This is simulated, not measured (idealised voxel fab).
Proc. module: voxel quadruple lines
The cross-section on display is named cut; it measures 230 nm wide, and its cells are 5 nm squares.
The cross-sections in this document take the form of a grid made of square cells. They are written out as bands, in order from top to bottom. Each band consists of one or more rows of cells.
Heads up on the band format: heights come first, top then bottom, in nm. After that it's the materials left to right, each with its width in nm. A single material flagged "throughout" fills the whole band edge to edge, and "blank" means there's empty space there.
Heights are reckoned from 0. Under this level, the received wafer is all of one material. The bottommost band is open-ended downward, for example "from 0 down".
Width: "30 to 40" (first number = top row, second number = bottom row, same change from row to row of cells).
Given "no modifications" for a step, no cell of the cross-section differs between before and after that step.
Entry "Closed empty spaces" = empty spaces >= 8 cells with no open way to the top; each as width x height at distance, distance from left edge, all nm.
after a step's settings: what the simulator itself notes on the step
overlay nm: where the mask lay relative to plan, measured to the right, on steps with a mask; negatives go left.

### List of planned process steps
| 1 | RECEIVE | material Si |
| 2 | CONFORMAL_DEP | material Al2O3 | thk nm 10 |
| 3 | DIRECTIONAL_DEP | material W | thk nm 15 |
| 4 | DIRECTIONAL_DEP | material polySi | thk nm 20 |
| 5 | DIRECTIONAL_DEP | material aC | thk nm 20 |
| 6 | PATTERN | tone cover | mask id MANDREL | material resist | width nm 25 | pitch nm 100 | thk nm 30 | overlay nm 0 |
| 7 | DIRECTIONAL_ETCH | etch materials aC | depth nm 20 |
| 8 | STRIP | etch materials resist |
| 9 | CONFORMAL_DEP | material SiO2 | thk nm 15 |
| 10 | DIRECTIONAL_ETCH | etch materials SiO2 | depth nm 15 |
| 11 | STRIP | etch materials aC |
| 12 | DIRECTIONAL_ETCH | etch materials polySi | depth nm 20 |
| 13 | STRIP | etch materials SiO2 |
| 14 | CONFORMAL_DEP | material SiCN | thk nm 10 |
| 15 | DIRECTIONAL_ETCH | etch materials SiCN | depth nm 10 |
| 16 | STRIP | etch materials polySi |
| 17 | DIRECTIONAL_ETCH | etch materials W | depth nm 15 |
| 18 | STRIP | etch materials SiCN |
| 19 | FILL_DEP | material lowk | thk nm 5 |
| 20 | CMP | height nm 25 |
Heads up: all these wafers start the same, and what changes between them is the width nm in step 6. The value you see in the plan is just what the first wafer got.

### Cross-section of the first of several received wafers, showing its state after step 1
    from 0 down | Si throughout
    Closed empty spaces: none

### Gained (+) or lost (-) cells of each material since receipt, then closed voids: one row per wafer, at the end of the module
width nm 25 | +92 Al2O3 | +48 W | +90 lowk | Closed empty spaces: none
width nm 30 | +92 Al2O3 | +48 W | +90 lowk | Closed empty spaces: none
width nm 35 | +92 Al2O3 | +48 W | +90 lowk | Closed empty spaces: none
width nm 40 | +92 Al2O3 | +48 W | +90 lowk | Closed empty spaces: none
width nm 45 | +92 Al2O3 | +48 W | +90 lowk | Closed empty spaces: none
width nm 50 | +92 Al2O3 | +48 W | +90 lowk | Closed empty spaces: none
